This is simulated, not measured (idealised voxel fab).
This is a process module. Its name is voxel gate over fins.
Pictured: cross-section cut, 250 nm wide, on a grid of 5 nm square cells.
Bands, listed from the top down, are how a cross-section gets written in this document; the cross-section itself is a grid of square cells, and a band is one or more rows of them.
Within each band entry, the heights of the top and of the bottom of the band appear first, in that order and in nm; the materials of the band then follow from left to right, each with its corresponding width in nm. The designation "everywhere" on a single material indicates that it fills the band from edge to edge; the designation "air" indicates empty space.
Heights are measured from 0, the level below which the as-received wafer is all one material; the lowest band has no bottom and continues downward, written as in "0..down".
You'd read "30 to 40" like this: the band's top row of cells is as wide as the first number, its bottom row is as wide as the second, and going down, every row changes width by the same amount as the row before did.
Where a step carries "nothing was modified", the cross-section came out of it unchanged, cell for cell.
Empty spaces without an open route to the top, at least 8 cells in extent, make up the entry "Closed void catalog"; each is given as width x height at distance, where the distance is measured from the left edge, and all are in nm.
Where a step's line continues beyond its settings, the continuation is a remark by the simulator itself on that step.
For masked steps, "overlay nm" on the step line gives how far right of plan the mask actually lay; a minus sign means it lay to the left.

Steps in the process plan
1: RECEIVE [material Si]
2: CONFORMAL_DEP [material SiN] [thk nm 10]
3: DIRECTIONAL_DEP [material aC] [thk nm 15]
4: PATTERN [tone cover] [mask id FINS] [material resist] [width nm 15] [pitch nm 35] [thk nm 35] [overlay nm 0]
5: DIRECTIONAL_ETCH [etch materials aC] [depth nm 15]
6: STRIP [etch materials resist]
7: DIRECTIONAL_ETCH [etch materials SiN] [depth nm 10]
8: DIRECTIONAL_ETCH [etch materials Si] [depth nm 30]
9: STRIP [etch materials aC]
10: OXIDIZE [depth nm 5]
11: FILL_DEP [material SiO2] [thk nm 5]
12: CMP [height nm 10]
13: SELECTIVE_ETCH [etch materials SiO2] [depth nm 25]
14: STRIP [etch materials SiN]
15: CONFORMAL_DEP [material HfO2] [thk nm 5]
16: CONFORMAL_DEP [material TiN] [thk nm 5]
17: FILL_DEP [material W] [thk nm 15]
18: CMP [height nm 20]
19: CONFORMAL_DEP [material SiCN] [thk nm 5]

As received (post step 1): cross-section
    0..down = Si everywhere
    Closed void catalog: none

The first of the two wafers as seen in cross-section once the module was finished; processing followed the plan
    25..20 = SiCN everywhere
    20..10 = W everywhere
    10..5 = 95 of W, 25 of TiN, 10 of W, 25 of TiN, 95 of W
    5..0 = 95 of W, 5 of TiN, 15 of HfO2, 5 of TiN, 10 of W, 5 of TiN, 15 of HfO2, 5 of TiN, 95 of W
    0..-5 = 95 of W, 5 of TiN, 5 of HfO2, 5 of Si, 5 of HfO2, 5 of TiN, 10 of W, 5 of TiN, 5 of HfO2, 5 of Si, 5 of HfO2, 5 of TiN, 95 of W
    -5..-10 = 100 of TiN, 5 of HfO2, 5 of Si, 5 of HfO2, 20 of TiN, 5 of HfO2, 5 of Si, 5 of HfO2, 100 of TiN
    -10..-15 = 105 of HfO2, 5 of Si, 30 of HfO2, 5 of Si, 105 of HfO2
    -15..-35 = 105 of SiO2, 5 of Si, 30 of SiO2, 5 of Si, 105 of SiO2
    -35..down = Si everywhere
    Closed void catalog: none

Second wafer through the module, sectioned at the end: same beginning and same plan as the first wafer, with one mistake in carrying it out
    25..20 = SiCN everywhere
    20..10 = W everywhere
    10..5 = 105 of TiN, 5 of W, 30 of TiN, 5 of W, 105 of TiN
    5..0 = 100 of HfO2, 5 of TiN, 5 of W, 5 of TiN, 20 of HfO2, 5 of TiN, 5 of W, 5 of TiN, 100 of HfO2
    0..-5 = 95 of Si, 5 of HfO2, 5 of TiN, 5 of W, 5 of TiN, 5 of HfO2, 10 of Si, 5 of HfO2, 5 of TiN, 5 of W, 5 of TiN, 5 of HfO2, 95 of Si
    -5..-10 = 95 of Si, 5 of HfO2, 15 of TiN, 5 of HfO2, 10 of Si, 5 of HfO2, 15 of TiN, 5 of HfO2, 95 of Si
    -10..-15 = 95 of Si, 25 of HfO2, 10 of Si, 25 of HfO2, 95 of Si
    -15..-35 = 95 of Si, 25 of SiO2, 10 of Si, 25 of SiO2, 95 of Si
    -35..down = Si everywhere
    Closed void catalog: none
Nonconformance to the process plan: step 4: run off-plan, actual operation and settings PATTERN [tone open] [mask id FINS] [material resist] [width nm 15] [pitch nm 35] [thk nm 35] [overlay nm 0]
Final wafer comparison in cells, second versus first, more or fewer per material: Si: 266 more; SiO2: 152 fewer; W: 114 fewer
